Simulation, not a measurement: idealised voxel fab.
Process module under the name voxel capacitor over wiring
This is section cut - it's 180 nm across, gridded in 5 nm square cells.
Cross-sections here: square-cell grids, written as top-down lists of bands, a band being one or more rows of cells. First you get the band's top height and its bottom height, in nm, and then the materials it's made of, left to right, with each width in nm. If you see a single material with "everywhere", that one covers the band edge to edge. "empty" is empty space. Below 0: as-received wafer, all one material; heights counted from there. Lowest band: no bottom, goes on down, written "0 and below". The notation "30 to 40" denotes a width that varies across the rows of cells in the band, beginning at the first number in the top row, finishing at the second number in the bottom row, and changing by an identical amount from each row to the next. Where the words "nothing different" appear for a step, the cross-section shows no cell changed by that step; every cell remained as before. "Voids lacking openings" contains a list of empty spaces, each no smaller than 8 cells and without an open way to the top, written in the form width x height at distance with the distance from the left edge and all three in nm. Step line, after settings: the simulator's comment on this step. On any step carrying a mask, the "overlay nm" setting, if present on the step's line, tells how far right of its planned place the mask lay; negative values point to the left.

Below is the list of planned process steps
step 1: RECEIVE with material Si
step 2: CONFORMAL_DEP with material SiO2, thk nm 10
step 3: DIRECTIONAL_DEP with material TiN, thk nm 5
step 4: DIRECTIONAL_DEP with material Ru, thk nm 15
step 5: PATTERN with tone cover, mask id METAL_1, material resist, width nm 25, pitch nm 85, thk nm 20, overlay nm 0
step 6: DIRECTIONAL_ETCH with etch materials Ru, depth nm 15
step 7: DIRECTIONAL_ETCH with etch materials TiN, depth nm 5
step 8: STRIP with etch materials resist
step 9: CONFORMAL_DEP with material SiCN, thk nm 5
step 10: FILL_DEP with material SiO2, thk nm 10
step 11: CMP with height nm 30
step 12: CONFORMAL_DEP with material SiCN, thk nm 5
step 13: DIRECTIONAL_DEP with material SiO2, thk nm 15
step 14: DIRECTIONAL_DEP with material aC, thk nm 10
step 15: PATTERN with tone open, mask id PLUG_1, material resist, width nm 15, thk nm 25, overlay nm 0
step 16: DIRECTIONAL_ETCH with etch materials aC, depth nm 10
step 17: STRIP with etch materials resist
step 18: DIRECTIONAL_ETCH with etch materials SiO2, depth nm 15
step 19: DIRECTIONAL_ETCH with etch materials SiCN, depth nm 5
step 20: STRIP with etch materials aC
step 21: EPI with material Ru, thk nm 10
step 22: EPI with material Ru, thk nm 10
step 23: DIRECTIONAL_DEP with material TiN, thk nm 10
step 24: DIRECTIONAL_DEP with material SiN, thk nm 5
step 25: DIRECTIONAL_DEP with material TiN, thk nm 5
step 26: DIRECTIONAL_DEP with material aC, thk nm 15
step 27: PATTERN with tone cover, mask id UPPER_PLATE, material resist, width nm 65, thk nm 35, overlay nm 0
step 28: DIRECTIONAL_ETCH with etch materials aC, depth nm 15
step 29: STRIP with etch materials resist
step 30: DIRECTIONAL_ETCH with etch materials TiN, depth nm 5
step 31: DIRECTIONAL_ETCH with etch materials SiN, depth nm 5
step 32: STRIP with etch materials aC
step 33: PATTERN with tone cover, mask id LOWER_PLATE, material resist, width nm 75, thk nm 15, overlay nm 0
step 34: DIRECTIONAL_ETCH with etch materials TiN, depth nm 10
step 35: STRIP with etch materials resist
step 36: FILL_DEP with material SiO2, thk nm 15
step 37: CMP with height nm 80
step 38: MASKED_ETCH with tone open, mask id PLUG_2, width nm 15, etch materials SiO2, depth nm 10, overlay nm 0
step 39: CONFORMAL_DEP with material TiN, thk nm 5
step 40: FILL_DEP with material Cu, thk nm 10
step 41: CMP with height nm 80
step 42: CONFORMAL_DEP with material SiN, thk nm 5

Received-state cross-section, reflecting completion of step 1
    0 and below: Si everywhere
    Voids lacking openings: none

End-of-module cross-section. Starting structure and process plan as above; one mistake made in running it
    85 down to 80: SiN everywhere
    80 down to 75: SiO2 55  TiN 5  Cu 5  TiN 5  SiO2 110
    75 down to 65: SiO2 55 to 45  TiN 15 to 65  SiO2 110 to 70
    65 down to 55: SiO2 40  TiN 75  SiO2 65
    55 down to 50: SiN everywhere
    50 down to 35: SiO2 45  Ru 15  SiO2 120
    35 down to 30: SiCN 45  Ru 15  SiCN 120
    30 down to 15: SiO2 30  SiCN 5  Ru 25  SiCN 5  SiO2 50  SiCN 5  Ru 25  SiCN 5  SiO2 30
    15 down to 10: SiCN 35  TiN 25  SiCN 60  TiN 25  SiCN 35
    10 down to 0: SiO2 everywhere
    0 and below: Si everywhere
    Voids lacking openings: none
In executing the process, a mistake was made relative to the plan: a sequencing error occurred in which plan steps 23 and 24 were transposed
